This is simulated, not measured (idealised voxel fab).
Presented below is a process module, voxel gate over fins.
This is section cut - it's 150 nm across, gridded in 5 nm square cells.
Think of the cross-section as a grid of square cells. We describe it in bands, top to bottom, and each band covers one or more rows of those cells.
Per band: top height and bottom height in nm, followed by the left-to-right materials and their widths in nm; "edge to edge" marks a single material spanning edge to edge, "empty" marks empty space.
Heads up on the height convention: 0 is the point under which the incoming wafer is all one material, and the lowest band has no bottom, it just keeps going down, like "z 0 and below".
Graded width ("30 to 40"): value in top row of band = first number; value in bottom row = second number; row-to-row change constant.
No cell of the cross-section changed in a step that is given as "no modification".
"Closed void register" lists enclosed empty spaces (at least 8 cells, no open path upward to the top), each as width x height at distance from the left edge, in nm.
That trailing text on a step's line, after the settings, is the simulator's own remark on the step.
"overlay nm" on a masked step: distance the mask lay right of its planned place, negative for left.

-- Planned step list for the process
| 1 | RECEIVE,material Si |
| 2 | CONFORMAL_DEP,material SiN,thk nm 5 |
| 3 | MASKED_ETCH,tone cover,mask id FINS,width nm 15,pitch nm 60,etch materials SiN,depth nm 5,overlay nm 0 |
| 4 | MASKED_ETCH,tone cover,mask id FINS,width nm 15,pitch nm 60,etch materials Si,depth nm 40,overlay nm 0 |
| 5 | OXIDIZE,depth nm 5 |
| 6 | FILL_DEP,material SiO2,thk nm 5 |
| 7 | CMP,height nm 5 |
| 8 | DIRECTIONAL_DEP,material aC,thk nm 15 |
| 9 | PATTERN,tone open,mask id RAIL,material resist,width nm 15,thk nm 35,overlay nm 0 |
| 10 | DIRECTIONAL_ETCH,etch materials aC,depth nm 15 |
| 11 | STRIP,etch materials resist |
| 12 | DIRECTIONAL_ETCH,etch materials SiO2,depth nm 40 |
| 13 | STRIP,etch materials aC |
| 14 | CONFORMAL_DEP,material TiN,thk nm 5 |
| 15 | FILL_DEP,material W,thk nm 10 |
| 16 | CMP,height nm 5 |
| 17 | SELECTIVE_ETCH,etch materials W Ru TiN,depth nm 25 |
| 18 | FILL_DEP,material SiO2,thk nm 5 |
| 19 | CMP,height nm 5 |
| 20 | SELECTIVE_ETCH,etch materials SiO2,depth nm 20 |
| 21 | STRIP,etch materials SiN |
| 22 | CONFORMAL_DEP,material HfO2,thk nm 5 |
| 23 | CONFORMAL_DEP,material TiN,thk nm 5 |
| 24 | FILL_DEP,material W,thk nm 10 |
| 25 | CMP,height nm 15 |
| 26 | CONFORMAL_DEP,material SiCN,thk nm 5 |

-- What follows covers the first of two wafers; it ran as planned

-- Wafer as received: cross-section following step 1
  z 0 and below: Si edge to edge
  Closed void register: none

-- The following cross-section depicts the wafer upon completion of step 2
  z 5 to 0: SiN edge to edge
  Below a height of 0, the structure has not been altered.

-- The following cross-section depicts the wafer upon completion of step 3
  z 5 to 0: empty (35)  SiN (15)  empty (45)  SiN (15)  empty (40)
  Below a height of 0, the structure has not been altered.

-- The following cross-section depicts the wafer upon completion of step 4
  z 5 to 0: empty (35)  SiN (15)  empty (45)  SiN (15)  empty (40)
  z 0 to -40: empty (35)  Si (15)  empty (45)  Si (15)  empty (40)
  Below a height of -40, the structure has not been altered.

-- The following cross-section depicts the wafer upon completion of step 5
  z 5 to 0: empty (35)  SiN (15)  empty (45)  SiN (15)  empty (40)
  z 0 to -40: empty (35)  SiO2 (5)  Si (5)  SiO2 (5)  empty (45)  SiO2 (5)  Si (5)  SiO2 (5)  empty (40)
  z -40 to -45: SiO2 (40)  Si (5)  SiO2 (55)  Si (5)  SiO2 (45)
  Below a height of -45, the structure has not been altered.

-- The following cross-section depicts the wafer upon completion of step 6
  z 10 to 5: SiO2 edge to edge
  z 5 to 0: SiO2 (35)  SiN (15)  SiO2 (45)  SiN (15)  SiO2 (40)
  z 0 to -45: SiO2 (40)  Si (5)  SiO2 (55)  Si (5)  SiO2 (45)
  Below a height of -45, the structure has not been altered.

-- The following cross-section depicts the wafer upon completion of step 7
  z 5 to 0: SiO2 (35)  SiN (15)  SiO2 (45)  SiN (15)  SiO2 (40)
  Below a height of 0, the structure has not been altered.

-- The following cross-section depicts the wafer upon completion of step 8
  z 20 to 5: aC edge to edge
  Below a height of 5, the structure has not been altered.

-- The following cross-section depicts the wafer upon completion of step 9
  z 55 to 20: resist (65)  empty (15)  resist (70)
  Below a height of 20, the structure has not been altered.

-- The following cross-section depicts the wafer upon completion of step 10
  z 40 to 20: resist (65)  empty (15)  resist (70)
  z 20 to 5: aC (65)  empty (15)  aC (70)
  Below a height of 5, the structure has not been altered.

-- The following cross-section depicts the wafer upon completion of step 11
  z 20 to 5: aC (65)  empty (15)  aC (70)
  Below a height of 5, the structure has not been altered.

-- The following cross-section depicts the wafer upon completion of step 12
  z 20 to 5: aC (65)  empty (15)  aC (70)
  z 5 to 0: SiO2 (35)  SiN (15)  SiO2 (15)  empty (15)  SiO2 (15)  SiN (15)  SiO2 (40)
  z 0 to -35: SiO2 (40)  Si (5)  SiO2 (20)  empty (15)  SiO2 (20)  Si (5)  SiO2 (45)
  Below a height of -35, the structure has not been altered.

-- The following cross-section depicts the wafer upon completion of step 13
  z 5 to 0: SiO2 (35)  SiN (15)  SiO2 (15)  empty (15)  SiO2 (15)  SiN (15)  SiO2 (40)
  Below a height of 0, the structure has not been altered.

-- The following cross-section depicts the wafer upon completion of step 14
  z 10 to 5: TiN (70)  empty (5)  TiN (75)
  z 5 to 0: SiO2 (35)  SiN (15)  SiO2 (15)  TiN (5)  empty (5)  TiN (5)  SiO2 (15)  SiN (15)  SiO2 (40)
  z 0 to -30: SiO2 (40)  Si (5)  SiO2 (20)  TiN (5)  empty (5)  TiN (5)  SiO2 (20)  Si (5)  SiO2 (45)
  z -30 to -35: SiO2 (40)  Si (5)  SiO2 (20)  TiN (15)  SiO2 (20)  Si (5)  SiO2 (45)
  Below a height of -35, the structure has not been altered.

-- The following cross-section depicts the wafer upon completion of step 15
  z 20 to 10: W edge to edge
  z 10 to 5: TiN (70)  W (5)  TiN (75)
  z 5 to 0: SiO2 (35)  SiN (15)  SiO2 (15)  TiN (5)  W (5)  TiN (5)  SiO2 (15)  SiN (15)  SiO2 (40)
  z 0 to -30: SiO2 (40)  Si (5)  SiO2 (20)  TiN (5)  W (5)  TiN (5)  SiO2 (20)  Si (5)  SiO2 (45)
  Below a height of -30, the structure has not been altered.

-- The following cross-section depicts the wafer upon completion of step 16
  z 5 to 0: SiO2 (35)  SiN (15)  SiO2 (15)  TiN (5)  W (5)  TiN (5)  SiO2 (15)  SiN (15)  SiO2 (40)
  Below a height of 0, the structure has not been altered.

-- The following cross-section depicts the wafer upon completion of step 17
  z 5 to 0: SiO2 (35)  SiN (15)  SiO2 (15)  empty (15)  SiO2 (15)  SiN (15)  SiO2 (40)
  z 0 to -20: SiO2 (40)  Si (5)  SiO2 (20)  empty (15)  SiO2 (20)  Si (5)  SiO2 (45)
  Below a height of -20, the structure has not been altered.

-- The following cross-section depicts the wafer upon completion of step 18
  z 10 to 5: SiO2 edge to edge
  z 5 to 0: SiO2 (35)  SiN (15)  SiO2 (45)  SiN (15)  SiO2 (40)
  z 0 to -20: SiO2 (40)  Si (5)  SiO2 (55)  Si (5)  SiO2 (45)
  Below a height of -20, the structure has not been altered.

-- The following cross-section depicts the wafer upon completion of step 19
  z 5 to 0: SiO2 (35)  SiN (15)  SiO2 (45)  SiN (15)  SiO2 (40)
  Below a height of 0, the structure has not been altered.

-- The following cross-section depicts the wafer upon completion of step 20
  z 5 to 0: empty (35)  SiN (15)  empty (45)  SiN (15)  empty (40)
  z 0 to -15: empty (40)  Si (5)  empty (55)  Si (5)  empty (45)
  Below a height of -15, the structure has not been altered.

-- The following cross-section depicts the wafer upon completion of step 21
  z 0 to -15: empty (40)  Si (5)  empty (55)  Si (5)  empty (45)
  Below a height of -15, the structure has not been altered.

-- The following cross-section depicts the wafer upon completion of step 22
  z 5 to 0: empty (35)  HfO2 (15)  empty (45)  HfO2 (15)  empty (40)
  z 0 to -10: empty (35)  HfO2 (5)  Si (5)  HfO2 (5)  empty (45)  HfO2 (5)  Si (5)  HfO2 (5)  empty (40)
  z -10 to -15: HfO2 (40)  Si (5)  HfO2 (55)  Si (5)  HfO2 (45)
  Below a height of -15, the structure has not been altered.

-- The following cross-section depicts the wafer upon completion of step 23
  z 10 to 5: empty (30)  TiN (25)  empty (35)  TiN (25)  empty (35)
  z 5 to 0: empty (30)  TiN (5)  HfO2 (15)  TiN (5)  empty (35)  TiN (5)  HfO2 (15)  TiN (5)  empty (35)
  z 0 to -5: empty (30)  TiN (5)  HfO2 (5)  Si (5)  HfO2 (5)  TiN (5)  empty (35)  TiN (5)  HfO2 (5)  Si (5)  HfO2 (5)  TiN (5)  empty (35)
  z -5 to -10: TiN (35)  HfO2 (5)  Si (5)  HfO2 (5)  TiN (45)  HfO2 (5)  Si (5)  HfO2 (5)  TiN (40)
  Below a height of -10, the structure has not been altered.

-- The following cross-section depicts the wafer upon completion of step 24
  z 20 to 10: W edge to edge
  z 10 to 5: W (30)  TiN (25)  W (35)  TiN (25)  W (35)
  z 5 to 0: W (30)  TiN (5)  HfO2 (15)  TiN (5)  W (35)  TiN (5)  HfO2 (15)  TiN (5)  W (35)
  z 0 to -5: W (30)  TiN (5)  HfO2 (5)  Si (5)  HfO2 (5)  TiN (5)  W (35)  TiN (5)  HfO2 (5)  Si (5)  HfO2 (5)  TiN (5)  W (35)
  Below a height of -5, the structure has not been altered.

-- The following cross-section depicts the wafer upon completion of step 25
  z 15 to 10: W edge to edge
  Below a height of 10, the structure has not been altered.

-- The following cross-section depicts the wafer upon completion of step 26
  z 20 to 15: SiCN edge to edge
  Below a height of 15, the structure has not been altered.

-- Second of two: same start, same plan, one run error; steps up to and including 8 match the first

-- Second wafer profile in section, at the moment step 9 of the plan was meant to be complete
  z 55 to 20: resist (65)  empty (20)  resist (65)
  Below a height of 20, the structure has not been altered.

-- Second wafer profile in section, at the moment step 10 of the plan was meant to be complete
  z 40 to 20: resist (65)  empty (20)  resist (65)
  z 20 to 5: aC (65)  empty (20)  aC (65)
  Below a height of 5, the structure has not been altered.

-- Second wafer profile in section, at the moment step 11 of the plan was meant to be complete
  z 20 to 5: aC (65)  empty (20)  aC (65)
  Below a height of 5, the structure has not been altered.

-- Second wafer profile in section, at the moment step 12 of the plan was meant to be complete
  z 20 to 5: aC (65)  empty (20)  aC (65)
  z 5 to 0: SiO2 (35)  SiN (15)  SiO2 (15)  empty (20)  SiO2 (10)  SiN (15)  SiO2 (40)
  z 0 to -35: SiO2 (40)  Si (5)  SiO2 (20)  empty (20)  SiO2 (15)  Si (5)  SiO2 (45)
  Below a height of -35, the structure has not been altered.

-- Second wafer profile in section, at the moment step 13 of the plan was meant to be complete
  z 5 to 0: SiO2 (35)  SiN (15)  SiO2 (15)  empty (20)  SiO2 (10)  SiN (15)  SiO2 (40)
  Below a height of 0, the structure has not been altered.

-- Second wafer profile in section, at the moment step 14 of the plan was meant to be complete
  z 10 to 5: TiN (70)  empty (10)  TiN (70)
  z 5 to 0: SiO2 (35)  SiN (15)  SiO2 (15)  TiN (5)  empty (10)  TiN (5)  SiO2 (10)  SiN (15)  SiO2 (40)
  z 0 to -30: SiO2 (40)  Si (5)  SiO2 (20)  TiN (5)  empty (10)  TiN (5)  SiO2 (15)  Si (5)  SiO2 (45)
  z -30 to -35: SiO2 (40)  Si (5)  SiO2 (20)  TiN (20)  SiO2 (15)  Si (5)  SiO2 (45)
  Below a height of -35, the structure has not been altered.

-- Second wafer profile in section, at the moment step 15 of the plan was meant to be complete
  z 20 to 10: W edge to edge
  z 10 to 5: TiN (70)  W (10)  TiN (70)
  z 5 to 0: SiO2 (35)  SiN (15)  SiO2 (15)  TiN (5)  W (10)  TiN (5)  SiO2 (10)  SiN (15)  SiO2 (40)
  z 0 to -30: SiO2 (40)  Si (5)  SiO2 (20)  TiN (5)  W (10)  TiN (5)  SiO2 (15)  Si (5)  SiO2 (45)
  Below a height of -30, the structure has not been altered.

-- Second wafer profile in section, at the moment step 16 of the plan was meant to be complete
  z 5 to 0: SiO2 (35)  SiN (15)  SiO2 (15)  TiN (5)  W (10)  TiN (5)  SiO2 (10)  SiN (15)  SiO2 (40)
  Below a height of 0, the structure has not been altered.

-- Second wafer profile in section, at the moment step 17 of the plan was meant to be complete
  z 5 to 0: SiO2 (35)  SiN (15)  SiO2 (15)  empty (20)  SiO2 (10)  SiN (15)  SiO2 (40)
  z 0 to -20: SiO2 (40)  Si (5)  SiO2 (20)  empty (20)  SiO2 (15)  Si (5)  SiO2 (45)
  Below a height of -20, the structure has not been altered.

-- Second wafer profile in section, at the moment step 18 of the plan was meant to be complete
  z 10 to 5: SiO2 edge to edge
  z 5 to 0: SiO2 (35)  SiN (15)  SiO2 (45)  SiN (15)  SiO2 (40)
  z 0 to -20: SiO2 (40)  Si (5)  SiO2 (55)  Si (5)  SiO2 (45)
  Below a height of -20, the structure has not been altered.

-- Second wafer profile in section, at the moment step 19 of the plan was meant to be complete
  z 5 to 0: SiO2 (35)  SiN (15)  SiO2 (45)  SiN (15)  SiO2 (40)
  Below a height of 0, the structure has not been altered.

-- Second wafer profile in section, at the moment step 20 of the plan was meant to be complete
  z 5 to 0: empty (35)  SiN (15)  empty (45)  SiN (15)  empty (40)
  z 0 to -15: empty (40)  Si (5)  empty (55)  Si (5)  empty (45)
  Below a height of -15, the structure has not been altered.

-- Second wafer profile in section, at the moment step 21 of the plan was meant to be complete
  z 0 to -15: empty (40)  Si (5)  empty (55)  Si (5)  empty (45)
  Below a height of -15, the structure has not been altered.

-- Second wafer profile in section, at the moment step 22 of the plan was meant to be complete
  z 5 to 0: empty (35)  HfO2 (15)  empty (45)  HfO2 (15)  empty (40)
  z 0 to -10: empty (35)  HfO2 (5)  Si (5)  HfO2 (5)  empty (45)  HfO2 (5)  Si (5)  HfO2 (5)  empty (40)
  z -10 to -15: HfO2 (40)  Si (5)  HfO2 (55)  Si (5)  HfO2 (45)
  Below a height of -15, the structure has not been altered.

-- Second wafer profile in section, at the moment step 23 of the plan was meant to be complete
  z 10 to 5: empty (30)  TiN (25)  empty (35)  TiN (25)  empty (35)
  z 5 to 0: empty (30)  TiN (5)  HfO2 (15)  TiN (5)  empty (35)  TiN (5)  HfO2 (15)  TiN (5)  empty (35)
  z 0 to -5: empty (30)  TiN (5)  HfO2 (5)  Si (5)  HfO2 (5)  TiN (5)  empty (35)  TiN (5)  HfO2 (5)  Si (5)  HfO2 (5)  TiN (5)  empty (35)
  z -5 to -10: TiN (35)  HfO2 (5)  Si (5)  HfO2 (5)  TiN (45)  HfO2 (5)  Si (5)  HfO2 (5)  TiN (40)
  Below a height of -10, the structure has not been altered.

-- Second wafer profile in section, at the moment step 24 of the plan was meant to be complete
  z 20 to 10: W edge to edge
  z 10 to 5: W (30)  TiN (25)  W (35)  TiN (25)  W (35)
  z 5 to 0: W (30)  TiN (5)  HfO2 (15)  TiN (5)  W (35)  TiN (5)  HfO2 (15)  TiN (5)  W (35)
  z 0 to -5: W (30)  TiN (5)  HfO2 (5)  Si (5)  HfO2 (5)  TiN (5)  W (35)  TiN (5)  HfO2 (5)  Si (5)  HfO2 (5)  TiN (5)  W (35)
  Below a height of -5, the structure has not been altered.

-- Second wafer profile in section, at the moment step 25 of the plan was meant to be complete
  z 15 to 10: W edge to edge
  Below a height of 10, the structure has not been altered.

-- Second wafer profile in section, at the moment step 26 of the plan was meant to be complete
  z 20 to 15: SiCN edge to edge
  Below a height of 15, the structure has not been altered.
Here's what went sideways: not per plan at step 9, really ran PATTERN,tone open,mask id RAIL,material resist,width nm 20,thk nm 35,overlay nm 0
The closing comparison, in cells, has the second wafer with more or fewer of some materials than the first: SiO2 -3, TiN +1, W +2
